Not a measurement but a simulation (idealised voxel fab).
Herein follows the process module entitled voxel lift off.
Shown is cross-section cut, with a width of 290 nm and square cells of size 5 nm.
This document writes a cross-section as a grid whose cells are square, and gives it as bands, listed from the top down; one or more rows of cells form a band. A band entry consists of two parts. The first gives the height of the band's top and the height of its bottom, in nm. The rest lists the band's materials from left to right, each with its width in nm. A single material labelled with the word "throughout" fills the band from edge to edge, and the word "blank" marks empty space. Basically, 0 is our baseline, since under it the wafer straight out of the box is all one material. The bottom band has no lower end and keeps on going down, so it looks like "from 0 down". Width spec "30->40" -> top row of cells at first value, bottom row at second value, equal per-row change in between. "remained unchanged", as given for a step, is the statement that not any cell of the cross-section underwent a change during that step. Look at "Unvented voids" for the closed voids: empty spaces with no open path to the top, sized 8 cells or up. Each is width x height at distance, distance from the left edge, all nm. It should be noted that, on the line of a given step, the content following the step's settings is a remark produced by the simulator itself with respect to that step. overlay nm: how far to the right of its planned place the mask lay on this masked step (negative: to the left).

Here's what the planned process steps look like
1. RECEIVE, material Si
2. CONFORMAL_DEP, material SiN, thk nm 15
3. PATTERN, tone open, mask id LINES, material resist, width nm 15, pitch nm 35, thk nm 15, overlay nm 0
4. DIRECTIONAL_DEP, material Ru, thk nm 5
5. STRIP, etch materials resist
6. CONFORMAL_DEP, material SiCN, thk nm 10

Concerning the first of two wafers, which was run in accordance with the plan

As-received state of the wafer in cross-section, equivalent to post-step 1
from 0 down: Si throughout
Unvented voids: none

You're looking at a cross-section of the wafer after step 2
from 15 to 0: SiN throughout
Under 0: no change, same as before.

You're looking at a cross-section of the wafer after step 3
from 30 to 15: 85 of resist  15 of blank  20 of resist  15 of blank  20 of resist  15 of blank  20 of resist  15 of blank  85 of resist
Under 15: no change, same as before.

You're looking at a cross-section of the wafer after step 4
from 35 to 30: 85 of Ru  15 of blank  20 of Ru  15 of blank  20 of Ru  15 of blank  20 of Ru  15 of blank  85 of Ru
from 30 to 20: 85 of resist  15 of blank  20 of resist  15 of blank  20 of resist  15 of blank  20 of resist  15 of blank  85 of resist
from 20 to 15: 85 of resist  15 of Ru  20 of resist  15 of Ru  20 of resist  15 of Ru  20 of resist  15 of Ru  85 of resist
Under 15: no change, same as before.

You're looking at a cross-section of the wafer after step 5
from 20 to 15: 85 of blank  15 of Ru  20 of blank  15 of Ru  20 of blank  15 of Ru  20 of blank  15 of Ru  85 of blank
Under 15: no change, same as before.

You're looking at a cross-section of the wafer after step 6
from 30 to 25: 75 of blank  140 of SiCN  75 of blank
from 25 to 20: SiCN throughout
from 20 to 15: 85 of SiCN  15 of Ru  20 of SiCN  15 of Ru  20 of SiCN  15 of Ru  20 of SiCN  15 of Ru  85 of SiCN
Under 15: no change, same as before.

The second wafer was prepared from the same starting point and under the same plan as the first; its processing contained one mistake, and it remains indistinguishable from the first wafer up to and including step 2

The second wafer in cross-section, at the planned close of step 3
from 30 to 15: 85 of resist  20 of blank  15 of resist  20 of blank  15 of resist  20 of blank  15 of resist  20 of blank  80 of resist
Under 15: no change, same as before.

The second wafer in cross-section, at the planned close of step 4
from 35 to 30: 85 of Ru  20 of blank  15 of Ru  20 of blank  15 of Ru  20 of blank  15 of Ru  20 of blank  80 of Ru
from 30 to 20: 85 of resist  20 of blank  15 of resist  20 of blank  15 of resist  20 of blank  15 of resist  20 of blank  80 of resist
from 20 to 15: 85 of resist  20 of Ru  15 of resist  20 of Ru  15 of resist  20 of Ru  15 of resist  20 of Ru  80 of resist
Under 15: no change, same as before.

The second wafer in cross-section, at the planned close of step 5
from 20 to 15: 85 of blank  20 of Ru  15 of blank  20 of Ru  15 of blank  20 of Ru  15 of blank  20 of Ru  80 of blank
Under 15: no change, same as before.

The second wafer in cross-section, at the planned close of step 6
from 30 to 25: 75 of blank  145 of SiCN  70 of blank
from 25 to 20: SiCN throughout
from 20 to 15: 85 of SiCN  20 of Ru  15 of SiCN  20 of Ru  15 of SiCN  20 of Ru  15 of SiCN  20 of Ru  80 of SiCN
Under 15: no change, same as before.
Here's what went sideways: step 3 deviated from plan and actually ran as PATTERN, tone open, mask id LINES, material resist, width nm 20, pitch nm 35, thk nm 15, overlay nm 0
Count the cells at the end and the second wafer has more or fewer of some materials than the first: Ru +4; SiCN -3
